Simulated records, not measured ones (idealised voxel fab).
Title: Process Module voxel self aligned vias
Shown is cross-section cut, with a width of 225 nm and square cells of size 5 nm.
Square cells in a grid make up a cross-section in this document, and the grid is given as bands, listed from the top down, each one or more rows of cells. Read a band's entry like this: the first values are the height of its top and the height of its bottom in nm, and what follows is the sequence of materials from left to right, each with its width in nm. Note that "air" is empty space, and that a single material marked "throughout" reaches across the band from edge to edge. The reference from which all heights are counted is 0, the level beneath which the as-received wafer is entirely one material; the lowest band, having no lower bound, proceeds downward and is written after the example "0..down". Note: "30 to 40" means the width goes from the first number (top row of the band) to the second number (bottom row) in equal steps per row of cells. Step marked "no alteration"? Then no cell in the cross-section changed in it. "Listed closed voids" enumerates empty spaces isolated from the top, with no open way to it, that contain at least 8 cells, giving each as width x height at distance from the left edge, all three in nm. If you see something after the settings on a step's line, that's the simulator's own remark about that step. overlay nm: right-of-plan distance of the mask on a masked step; negative values mean left-of-plan.

# Listed below are the process steps as planned
- 1: RECEIVE: material Si
- 2: CONFORMAL_DEP: material SiO2, thk nm 10
- 3: CONFORMAL_DEP: material SiCN, thk nm 5
- 4: DIRECTIONAL_DEP: material lowk, thk nm 20
- 5: MASKED_ETCH: tone open, mask id LINES, width nm 30, pitch nm 55, etch materials lowk, depth nm 20, overlay nm 0
- 6: CONFORMAL_DEP: material TiN, thk nm 5
- 7: FILL_DEP: material Ru, thk nm 10
- 8: CMP: height nm 35
- 9: SELECTIVE_ETCH: etch materials W Ru TiN, depth nm 5
- 10: FILL_DEP: material SiN, thk nm 5
- 11: CMP: height nm 35
- 12: DIRECTIONAL_DEP: material lowk, thk nm 15
- 13: DIRECTIONAL_DEP: material aC, thk nm 10
- 14: PATTERN: tone open, mask id VIAS, material resist, width nm 40, pitch nm 55, thk nm 30, overlay nm 0
- 15: DIRECTIONAL_ETCH: etch materials aC, depth nm 10
- 16: STRIP: etch materials resist
- 17: DIRECTIONAL_ETCH: etch materials lowk, depth nm 15
- 18: DIRECTIONAL_ETCH: etch materials SiN, depth nm 5
- 19: STRIP: etch materials aC
- 20: CONFORMAL_DEP: material TiN, thk nm 5
- 21: FILL_DEP: material Ru, thk nm 10
- 22: CMP: height nm 50
- 23: CONFORMAL_DEP: material SiN, thk nm 5

# Run as planned: first of two wafers

# As-received wafer cross-section (after step 1)
	0..down | Si throughout
	Listed closed voids: none

# Sectional view: wafer, after step 2
	10..0 | SiO2 throughout
	Below 0 it's all the same as before, nothing changed down there.

# Sectional view: wafer, after step 3
	15..10 | SiCN throughout
	Below 10 it's all the same as before, nothing changed down there.

# Sectional view: wafer, after step 4
	35..15 | lowk throughout
	Below 15 it's all the same as before, nothing changed down there.

# Sectional view: wafer, after step 5
	35..15 | 40 of lowk, 30 of air, 25 of lowk, 30 of air, 25 of lowk, 30 of air, 45 of lowk
	Below 15 it's all the same as before, nothing changed down there.

# Sectional view: wafer, after step 6
	40..35 | 45 of TiN, 20 of air, 35 of TiN, 20 of air, 35 of TiN, 20 of air, 50 of TiN
	35..20 | 40 of lowk, 5 of TiN, 20 of air, 5 of TiN, 25 of lowk, 5 of TiN, 20 of air, 5 of TiN, 25 of lowk, 5 of TiN, 20 of air, 5 of TiN, 45 of lowk
	20..15 | 40 of lowk, 30 of TiN, 25 of lowk, 30 of TiN, 25 of lowk, 30 of TiN, 45 of lowk
	Below 15 it's all the same as before, nothing changed down there.

# Sectional view: wafer, after step 7
	50..40 | Ru throughout
	40..35 | 45 of TiN, 20 of Ru, 35 of TiN, 20 of Ru, 35 of TiN, 20 of Ru, 50 of TiN
	35..20 | 40 of lowk, 5 of TiN, 20 of Ru, 5 of TiN, 25 of lowk, 5 of TiN, 20 of Ru, 5 of TiN, 25 of lowk, 5 of TiN, 20 of Ru, 5 of TiN, 45 of lowk
	Below 20 it's all the same as before, nothing changed down there.

# Sectional view: wafer, after step 8
	35..20 | 40 of lowk, 5 of TiN, 20 of Ru, 5 of TiN, 25 of lowk, 5 of TiN, 20 of Ru, 5 of TiN, 25 of lowk, 5 of TiN, 20 of Ru, 5 of TiN, 45 of lowk
	Below 20 it's all the same as before, nothing changed down there.

# Sectional view: wafer, after step 9
	35..30 | 40 of lowk, 30 of air, 25 of lowk, 30 of air, 25 of lowk, 30 of air, 45 of lowk
	Below 30 it's all the same as before, nothing changed down there.

# Sectional view: wafer, after step 10
	40..35 | SiN throughout
	35..30 | 40 of lowk, 30 of SiN, 25 of lowk, 30 of SiN, 25 of lowk, 30 of SiN, 45 of lowk
	Below 30 it's all the same as before, nothing changed down there.

# Sectional view: wafer, after step 11
	35..30 | 40 of lowk, 30 of SiN, 25 of lowk, 30 of SiN, 25 of lowk, 30 of SiN, 45 of lowk
	Below 30 it's all the same as before, nothing changed down there.

# Sectional view: wafer, after step 12
	50..35 | lowk throughout
	Below 35 it's all the same as before, nothing changed down there.

# Sectional view: wafer, after step 13
	60..50 | aC throughout
	Below 50 it's all the same as before, nothing changed down there.

# Sectional view: wafer, after step 14
	90..60 | 35 of resist, 40 of air, 15 of resist, 40 of air, 15 of resist, 40 of air, 40 of resist
	Below 60 it's all the same as before, nothing changed down there.

# Sectional view: wafer, after step 15
	80..60 | 35 of resist, 40 of air, 15 of resist, 40 of air, 15 of resist, 40 of air, 40 of resist
	60..50 | 35 of aC, 40 of air, 15 of aC, 40 of air, 15 of aC, 40 of air, 40 of aC
	Below 50 it's all the same as before, nothing changed down there.

# Sectional view: wafer, after step 16
	60..50 | 35 of aC, 40 of air, 15 of aC, 40 of air, 15 of aC, 40 of air, 40 of aC
	Below 50 it's all the same as before, nothing changed down there.

# Sectional view: wafer, after step 17
	60..50 | 35 of aC, 40 of air, 15 of aC, 40 of air, 15 of aC, 40 of air, 40 of aC
	50..35 | 35 of lowk, 40 of air, 15 of lowk, 40 of air, 15 of lowk, 40 of air, 40 of lowk
	Below 35 it's all the same as before, nothing changed down there.

# Sectional view: wafer, after step 18
	60..50 | 35 of aC, 40 of air, 15 of aC, 40 of air, 15 of aC, 40 of air, 40 of aC
	50..35 | 35 of lowk, 40 of air, 15 of lowk, 40 of air, 15 of lowk, 40 of air, 40 of lowk
	35..30 | 40 of lowk, 30 of air, 25 of lowk, 30 of air, 25 of lowk, 30 of air, 45 of lowk
	Below 30 it's all the same as before, nothing changed down there.

# Sectional view: wafer, after step 19
	50..35 | 35 of lowk, 40 of air, 15 of lowk, 40 of air, 15 of lowk, 40 of air, 40 of lowk
	Below 35 it's all the same as before, nothing changed down there.

# Sectional view: wafer, after step 20
	55..50 | 40 of TiN, 30 of air, 25 of TiN, 30 of air, 25 of TiN, 30 of air, 45 of TiN
	50..40 | 35 of lowk, 5 of TiN, 30 of air, 5 of TiN, 15 of lowk, 5 of TiN, 30 of air, 5 of TiN, 15 of lowk, 5 of TiN, 30 of air, 5 of TiN, 40 of lowk
	40..35 | 35 of lowk, 10 of TiN, 20 of air, 10 of TiN, 15 of lowk, 10 of TiN, 20 of air, 10 of TiN, 15 of lowk, 10 of TiN, 20 of air, 10 of TiN, 40 of lowk
	35..30 | 40 of lowk, 30 of TiN, 25 of lowk, 30 of TiN, 25 of lowk, 30 of TiN, 45 of lowk
	Below 30 it's all the same as before, nothing changed down there.

# Sectional view: wafer, after step 21
	65..55 | Ru throughout
	55..50 | 40 of TiN, 30 of Ru, 25 of TiN, 30 of Ru, 25 of TiN, 30 of Ru, 45 of TiN
	50..40 | 35 of lowk, 5 of TiN, 30 of Ru, 5 of TiN, 15 of lowk, 5 of TiN, 30 of Ru, 5 of TiN, 15 of lowk, 5 of TiN, 30 of Ru, 5 of TiN, 40 of lowk
	40..35 | 35 of lowk, 10 of TiN, 20 of Ru, 10 of TiN, 15 of lowk, 10 of TiN, 20 of Ru, 10 of TiN, 15 of lowk, 10 of TiN, 20 of Ru, 10 of TiN, 40 of lowk
	Below 35 it's all the same as before, nothing changed down there.

# Sectional view: wafer, after step 22
	50..40 | 35 of lowk, 5 of TiN, 30 of Ru, 5 of TiN, 15 of lowk, 5 of TiN, 30 of Ru, 5 of TiN, 15 of lowk, 5 of TiN, 30 of Ru, 5 of TiN, 40 of lowk
	Below 40 it's all the same as before, nothing changed down there.

# Sectional view: wafer, after step 23
	55..50 | SiN throughout
	Below 50 it's all the same as before, nothing changed down there.

# The remaining wafer, second of the two, started like the first and was run to the same plan, except that one mistake was made along the way; the two coincide through step 1, inclusive

# when step 2 should have ended
	5..0 | SiCN throughout
	Below 0 it's all the same as before, nothing changed down there.

# when step 3 should have ended
	15..5 | SiO2 throughout
	Below 5 it's all the same as before, nothing changed down there.

# when step 4 should have ended
	35..15 | lowk throughout
	Below 15 it's all the same as before, nothing changed down there.

# when step 5 should have ended
	35..15 | 40 of lowk, 30 of air, 25 of lowk, 30 of air, 25 of lowk, 30 of air, 45 of lowk
	Below 15 it's all the same as before, nothing changed down there.

# when step 6 should have ended
	40..35 | 45 of TiN, 20 of air, 35 of TiN, 20 of air, 35 of TiN, 20 of air, 50 of TiN
	35..20 | 40 of lowk, 5 of TiN, 20 of air, 5 of TiN, 25 of lowk, 5 of TiN, 20 of air, 5 of TiN, 25 of lowk, 5 of TiN, 20 of air, 5 of TiN, 45 of lowk
	20..15 | 40 of lowk, 30 of TiN, 25 of lowk, 30 of TiN, 25 of lowk, 30 of TiN, 45 of lowk
	Below 15 it's all the same as before, nothing changed down there.

# when step 7 should have ended
	50..40 | Ru throughout
	40..35 | 45 of TiN, 20 of Ru, 35 of TiN, 20 of Ru, 35 of TiN, 20 of Ru, 50 of TiN
	35..20 | 40 of lowk, 5 of TiN, 20 of Ru, 5 of TiN, 25 of lowk, 5 of TiN, 20 of Ru, 5 of TiN, 25 of lowk, 5 of TiN, 20 of Ru, 5 of TiN, 45 of lowk
	Below 20 it's all the same as before, nothing changed down there.

# when step 8 should have ended
	35..20 | 40 of lowk, 5 of TiN, 20 of Ru, 5 of TiN, 25 of lowk, 5 of TiN, 20 of Ru, 5 of TiN, 25 of lowk, 5 of TiN, 20 of Ru, 5 of TiN, 45 of lowk
	Below 20 it's all the same as before, nothing changed down there.

# when step 9 should have ended
	35..30 | 40 of lowk, 30 of air, 25 of lowk, 30 of air, 25 of lowk, 30 of air, 45 of lowk
	Below 30 it's all the same as before, nothing changed down there.

# when step 10 should have ended
	40..35 | SiN throughout
	35..30 | 40 of lowk, 30 of SiN, 25 of lowk, 30 of SiN, 25 of lowk, 30 of SiN, 45 of lowk
	Below 30 it's all the same as before, nothing changed down there.

# when step 11 should have ended
	35..30 | 40 of lowk, 30 of SiN, 25 of lowk, 30 of SiN, 25 of lowk, 30 of SiN, 45 of lowk
	Below 30 it's all the same as before, nothing changed down there.

# when step 12 should have ended
	50..35 | lowk throughout
	Below 35 it's all the same as before, nothing changed down there.

# when step 13 should have ended
	60..50 | aC throughout
	Below 50 it's all the same as before, nothing changed down there.

# when step 14 should have ended
	90..60 | 35 of resist, 40 of air, 15 of resist, 40 of air, 15 of resist, 40 of air, 40 of resist
	Below 60 it's all the same as before, nothing changed down there.

# when step 15 should have ended
	80..60 | 35 of resist, 40 of air, 15 of resist, 40 of air, 15 of resist, 40 of air, 40 of resist
	60..50 | 35 of aC, 40 of air, 15 of aC, 40 of air, 15 of aC, 40 of air, 40 of aC
	Below 50 it's all the same as before, nothing changed down there.

# when step 16 should have ended
	60..50 | 35 of aC, 40 of air, 15 of aC, 40 of air, 15 of aC, 40 of air, 40 of aC
	Below 50 it's all the same as before, nothing changed down there.

# when step 17 should have ended
	60..50 | 35 of aC, 40 of air, 15 of aC, 40 of air, 15 of aC, 40 of air, 40 of aC
	50..35 | 35 of lowk, 40 of air, 15 of lowk, 40 of air, 15 of lowk, 40 of air, 40 of lowk
	Below 35 it's all the same as before, nothing changed down there.

# when step 18 should have ended
	60..50 | 35 of aC, 40 of air, 15 of aC, 40 of air, 15 of aC, 40 of air, 40 of aC
	50..35 | 35 of lowk, 40 of air, 15 of lowk, 40 of air, 15 of lowk, 40 of air, 40 of lowk
	35..30 | 40 of lowk, 30 of air, 25 of lowk, 30 of air, 25 of lowk, 30 of air, 45 of lowk
	Below 30 it's all the same as before, nothing changed down there.

# when step 19 should have ended
	50..35 | 35 of lowk, 40 of air, 15 of lowk, 40 of air, 15 of lowk, 40 of air, 40 of lowk
	Below 35 it's all the same as before, nothing changed down there.

# when step 20 should have ended
	55..50 | 40 of TiN, 30 of air, 25 of TiN, 30 of air, 25 of TiN, 30 of air, 45 of TiN
	50..40 | 35 of lowk, 5 of TiN, 30 of air, 5 of TiN, 15 of lowk, 5 of TiN, 30 of air, 5 of TiN, 15 of lowk, 5 of TiN, 30 of air, 5 of TiN, 40 of lowk
	40..35 | 35 of lowk, 10 of TiN, 20 of air, 10 of TiN, 15 of lowk, 10 of TiN, 20 of air, 10 of TiN, 15 of lowk, 10 of TiN, 20 of air, 10 of TiN, 40 of lowk
	35..30 | 40 of lowk, 30 of TiN, 25 of lowk, 30 of TiN, 25 of lowk, 30 of TiN, 45 of lowk
	Below 30 it's all the same as before, nothing changed down there.

# when step 21 should have ended
	65..55 | Ru throughout
	55..50 | 40 of TiN, 30 of Ru, 25 of TiN, 30 of Ru, 25 of TiN, 30 of Ru, 45 of TiN
	50..40 | 35 of lowk, 5 of TiN, 30 of Ru, 5 of TiN, 15 of lowk, 5 of TiN, 30 of Ru, 5 of TiN, 15 of lowk, 5 of TiN, 30 of Ru, 5 of TiN, 40 of lowk
	40..35 | 35 of lowk, 10 of TiN, 20 of Ru, 10 of TiN, 15 of lowk, 10 of TiN, 20 of Ru, 10 of TiN, 15 of lowk, 10 of TiN, 20 of Ru, 10 of TiN, 40 of lowk
	Below 35 it's all the same as before, nothing changed down there.

# when step 22 should have ended
	50..40 | 35 of lowk, 5 of TiN, 30 of Ru, 5 of TiN, 15 of lowk, 5 of TiN, 30 of Ru, 5 of TiN, 15 of lowk, 5 of TiN, 30 of Ru, 5 of TiN, 40 of lowk
	Below 40 it's all the same as before, nothing changed down there.

# when step 23 should have ended
	55..50 | SiN throughout
	Below 50 it's all the same as before, nothing changed down there.
Error vs. plan: step 3 occupied the plan position of step 2, and the converse holds as well
By the end, you'd get the same cell count for each material on either wafer, but the second wafer puts them somewhere else.
